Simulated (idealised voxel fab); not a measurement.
A process module follows: voxel transistor to metal.
cross-section cut | 175 nm wide | cells 5 nm
How to read a cross-section here: the picture is a grid of square cells, written as bands going from the top down, and any band can span one or more rows of cells.
Heights first: top, then bottom, in nm. Then materials, left to right, each with a width in nm. "all across" on a single material: fills the band edge to edge. "air": empty space.
Heights are reckoned from 0. Under this level, the received wafer is all of one material. The bottommost band is open-ended downward, for example "from 0 down".
So if you see something like "30..40" for the width, read it as the top row of the band sitting at the first number and the bottom row at the second, with every row in between moving by the same amount as the last.
"no alterations made", as given for a step, is the statement that not any cell of the cross-section underwent a change during that step.
Any empty space of 8 cells or more lacking an open way to the top shows up in "Enclosed empty spaces" as width x height at distance, distance from the left edge, in nm.
Read whatever lies past the settings on a step's line as the simulator's own remark about the step.
overlay nm: how far to the right of its planned place the mask lay on this masked step (negative: to the left).
**The process steps that were planned are listed below**
1. RECEIVE with material Si
2. CONFORMAL_DEP with material SiO2, thk nm 5
3. CONFORMAL_DEP with material SiN, thk nm 10
4. DIRECTIONAL_DEP with material aC, thk nm 15
5. PATTERN with tone cover, mask id ACTIVE, material resist, width nm 115, thk nm 35, overlay nm 0
6. DIRECTIONAL_ETCH with etch materials aC, depth nm 15
7. STRIP with etch materials resist
8. DIRECTIONAL_ETCH with etch materials SiN, depth nm 10
9. DIRECTIONAL_ETCH with etch materials SiO2, depth nm 5
10. DIRECTIONAL_ETCH with etch materials Si, depth nm 35
11. STRIP with etch materials aC
12. OXIDIZE with depth nm 5
13. FILL_DEP with material SiO2, thk nm 10
14. CMP with height nm 15
15. SELECTIVE_ETCH with etch materials SiO2, depth nm 5
16. STRIP with etch materials SiN
17. SELECTIVE_ETCH with etch materials SiO2, depth nm 5
18. OXIDIZE with depth nm 5
19. DIRECTIONAL_DEP with material polySi, thk nm 30
20. DIRECTIONAL_DEP with material SiCN, thk nm 10
21. DIRECTIONAL_DEP with material aC, thk nm 15
22. PATTERN with tone cover, mask id GATE, material resist, width nm 25, thk nm 30, overlay nm 0
23. DIRECTIONAL_ETCH with etch materials aC, depth nm 15
24. STRIP with etch materials resist
25. DIRECTIONAL_ETCH with etch materials SiCN, depth nm 20
26. DIRECTIONAL_ETCH with etch materials polySi, depth nm 40
27. STRIP with etch materials aC
28. CONFORMAL_DEP with material SiN, thk nm 10
29. DIRECTIONAL_ETCH with etch materials SiN, depth nm 10
30. DIRECTIONAL_ETCH with etch materials SiO2, depth nm 5
31. DIRECTIONAL_ETCH with etch materials Si, depth nm 5
32. EPI with material pSi, thk nm 5
33. FILL_DEP with material SiO2, thk nm 5
34. CMP with height nm 30
35. STRIP with etch materials polySi
36. SELECTIVE_ETCH with etch materials SiO2, depth nm 5
37. CONFORMAL_DEP with material HfO2, thk nm 5
38. CONFORMAL_DEP with material TiN, thk nm 5
39. FILL_DEP with material W, thk nm 10
40. CMP with height nm 25
41. DIRECTIONAL_DEP with material SiO2, thk nm 15
42. DIRECTIONAL_DEP with material aC, thk nm 15
43. PATTERN with tone open, mask id CONTACT, material resist, width nm 15, pitch nm 80, thk nm 35, overlay nm 0
44. DIRECTIONAL_ETCH with etch materials aC, depth nm 15
45. STRIP with etch materials resist
46. DIRECTIONAL_ETCH with etch materials SiO2, depth nm 45
47. STRIP with etch materials aC
48. CONFORMAL_DEP with material TiN, thk nm 5
49. FILL_DEP with material Ru, thk nm 10
50. CMP with height nm 40
51. DIRECTIONAL_DEP with material TiN, thk nm 5
52. DIRECTIONAL_DEP with material W, thk nm 15
53. MASKED_ETCH with tone cover, mask id METAL_1, width nm 15, pitch nm 80, etch materials W, depth nm 15, overlay nm 0
54. MASKED_ETCH with tone cover, mask id METAL_1, width nm 15, pitch nm 80, etch materials TiN, depth nm 5, overlay nm 0
55. CONFORMAL_DEP with material SiN, thk nm 5
56. FILL_DEP with material SiO2, thk nm 10
57. CMP with height nm 60
58. CONFORMAL_DEP with material SiCN, thk nm 5
**So this is the incoming wafer in cross-section - it's already been through step 1**
    from 0 down | Si all across
    Enclosed empty spaces: none
**The cross-section shown corresponds to the wafer at the conclusion of the module. The initial structure and the process plan are those presented above; however, one mistake occurred in executing the plan**
    from 65 to 60 | SiCN all across
    from 60 to 55 | SiN 40 nm | TiN 15 nm | SiN 65 nm | TiN 15 nm | SiN 40 nm
    from 55 to 45 | Ru all across
    from 45 to 40 | TiN 45 nm | Ru 5 nm | TiN 75 nm | Ru 5 nm | TiN 45 nm
    from 40 to 25 | SiO2 40 nm | TiN 5 nm | Ru 5 nm | TiN 5 nm | SiO2 65 nm | TiN 5 nm | Ru 5 nm | TiN 5 nm | SiO2 40 nm
    from 25 to 5 | SiO2 40 nm | TiN 5 nm | Ru 5 nm | TiN 5 nm | SiO2 10 nm | SiN 10 nm | HfO2 5 nm | TiN 5 nm | W 5 nm | TiN 5 nm | HfO2 5 nm | SiN 10 nm | SiO2 10 nm | TiN 5 nm | Ru 5 nm | TiN 5 nm | SiO2 40 nm
    from 5 to 0 | SiO2 25 nm | SiN 10 nm | SiO2 5 nm | TiN 5 nm | Ru 5 nm | TiN 5 nm | SiO2 10 nm | SiN 10 nm | HfO2 5 nm | TiN 15 nm | HfO2 5 nm | SiN 10 nm | SiO2 10 nm | TiN 5 nm | Ru 5 nm | TiN 5 nm | SiO2 5 nm | SiN 10 nm | SiO2 25 nm
    from 0 to -5 | SiO2 40 nm | TiN 15 nm | SiO2 5 nm | pSi 5 nm | SiO2 5 nm | HfO2 35 nm | SiO2 5 nm | pSi 5 nm | SiO2 5 nm | TiN 15 nm | SiO2 40 nm
    from -5 to -10 | SiO2 35 nm | pSi 30 nm | Si 45 nm | pSi 30 nm | SiO2 35 nm
    from -10 to -40 | SiO2 35 nm | Si 105 nm | SiO2 35 nm
    from -40 down | Si all across
    Enclosed empty spaces: none
Plan not followed: plan step 50: skipped, not run
